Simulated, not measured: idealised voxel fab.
Process module, titled voxel wiring stack
Shown is cross-section cut, with a width of 260 nm and square cells of size 5 nm.
In this document a cross-section is written as a grid of square cells. It is given as a series of bands, listed from the top down, and a band is one or more rows of cells. Per band: top height and bottom height in nm, followed by the left-to-right materials and their widths in nm; "everywhere" marks a single material spanning edge to edge, "air" marks empty space. For the purposes of this specification, 0 denotes the height below which the wafer in its as-received condition is composed wholly of one material, and the lowermost band, lacking a lower limit, extends downward without end, as expressed in "0 down". Per-row width for "30->40": begins at first number (top row of band), ends at second number (bottom row), increment between rows held constant. "everything unchanged" for a step: no cell of the cross-section changed in that step. In "Closed void list" the enclosed voids are listed, meaning empty spaces of 8 cells or larger without any opening to the top. The form is width x height at distance, distance from the left edge, units nm. Past the settings on a step's line: simulator remark, on that step. The optional step-line setting "overlay nm" applies to steps with a mask and quantifies how far to the right of its planned location the mask lay, a negative value indicating leftward placement.

# Listed below are the process steps as planned
| 1 | RECEIVE: material Si |
| 2 | CONFORMAL_DEP: material SiO2, thk nm 15 |
| 3 | CONFORMAL_DEP: material SiN, thk nm 5 |
| 4 | DIRECTIONAL_DEP: material lowk, thk nm 15 |
| 5 | MASKED_ETCH: tone open, mask id METAL_1, width nm 25, pitch nm 50, etch materials lowk, depth nm 15, overlay nm 0 |
| 6 | MASKED_ETCH: tone open, mask id METAL_1, width nm 25, pitch nm 50, etch materials SiN, depth nm 5, overlay nm 0 |
| 7 | CONFORMAL_DEP: material TiN, thk nm 5 |
| 8 | FILL_DEP: material W, thk nm 10 |
| 9 | CMP: height nm 35 |
| 10 | EPI: material Ru, thk nm 5 |
| 11 | FILL_DEP: material SiCN, thk nm 5 |
| 12 | DIRECTIONAL_DEP: material lowk, thk nm 35 |
| 13 | PATTERN: tone open, mask id METAL_2_HOLES, material resist, width nm 15, thk nm 15, overlay nm 0 |
| 14 | DIRECTIONAL_ETCH: etch materials lowk, depth nm 35 |
| 15 | STRIP: etch materials resist |
| 16 | DIRECTIONAL_DEP: material aC, thk nm 15 |
| 17 | PATTERN: tone open, mask id METAL_2, material resist, width nm 25, pitch nm 50, thk nm 35, overlay nm 0 |
| 18 | DIRECTIONAL_ETCH: etch materials aC, depth nm 15 |
| 19 | STRIP: etch materials resist |
| 20 | DIRECTIONAL_ETCH: etch materials lowk, depth nm 20 |
| 21 | DIRECTIONAL_ETCH: etch materials SiCN, depth nm 5 |
| 22 | STRIP: etch materials aC |
| 23 | CONFORMAL_DEP: material TiN, thk nm 5 |
| 24 | FILL_DEP: material Cu, thk nm 5 |
| 25 | CMP: height nm 80 |
| 26 | CONFORMAL_DEP: material SiCN, thk nm 5 |

# Here's what the wafer looked like in cross-section when it arrived - that's after step 1
	0 down | Si everywhere
	Closed void list: none

# Post-module cross-section of the first of two wafers (run per plan)
	85 to 80 | SiCN everywhere
	80 to 65 | lowk 90 / TiN 5 / Cu 15 / TiN 5 / lowk 25 / TiN 5 / Cu 15 / TiN 5 / lowk 95
	65 to 60 | lowk 90 / TiN 5 / Cu 5 / TiN 15 / lowk 25 / TiN 25 / lowk 95
	60 to 45 | lowk 90 / TiN 5 / Cu 5 / TiN 5 / lowk 155
	45 to 40 | SiCN 90 / TiN 15 / SiCN 155
	40 to 35 | SiCN 85 / Ru 35 / SiCN 15 / Ru 35 / SiCN 90
	35 to 20 | lowk 90 / TiN 5 / W 15 / TiN 5 / lowk 25 / TiN 5 / W 15 / TiN 5 / lowk 95
	20 to 15 | SiN 90 / TiN 25 / SiN 25 / TiN 25 / SiN 95
	15 to 0 | SiO2 everywhere
	0 down | Si everywhere
	Closed void list: none

# End-of-module cross-section of the second wafer: identical starting point and process plan to the first, with one processing mistake
	85 to 80 | SiCN everywhere
	80 to 65 | lowk 90 / TiN 5 / Cu 15 / TiN 5 / lowk 25 / TiN 5 / Cu 15 / TiN 5 / lowk 95
	65 to 60 | lowk 90 / TiN 5 / Cu 5 / TiN 15 / lowk 25 / TiN 25 / lowk 95
	60 to 45 | lowk 90 / TiN 5 / Cu 5 / TiN 5 / lowk 155
	45 to 40 | SiCN 90 / TiN 15 / SiCN 155
	40 to 35 | SiCN 80 / Ru 45 / SiCN 5 / Ru 45 / SiCN 85
	35 to 25 | lowk 85 / TiN 5 / W 25 / TiN 5 / lowk 15 / TiN 5 / W 25 / TiN 5 / lowk 90
	25 to 20 | lowk 85 / TiN 10 / W 15 / TiN 10 / lowk 15 / TiN 10 / W 15 / TiN 10 / lowk 90
	20 to 15 | SiN 90 / TiN 25 / SiN 25 / TiN 25 / SiN 95
	15 to 0 | SiO2 everywhere
	0 down | Si everywhere
	Closed void list: none
It is concluded that the wafer was processed incorrectly with respect to the plan, in that contrary to plan, step 5 was performed as MASKED_ETCH: tone open, mask id METAL_1, width nm 35, pitch nm 50, etch materials lowk, depth nm 15, overlay nm 0
Once processing is complete, comparing cell counts shows that the second wafer has more or fewer of certain materials than the first: +4 Ru; -4 SiCN; +4 TiN; +8 W; -12 lowk
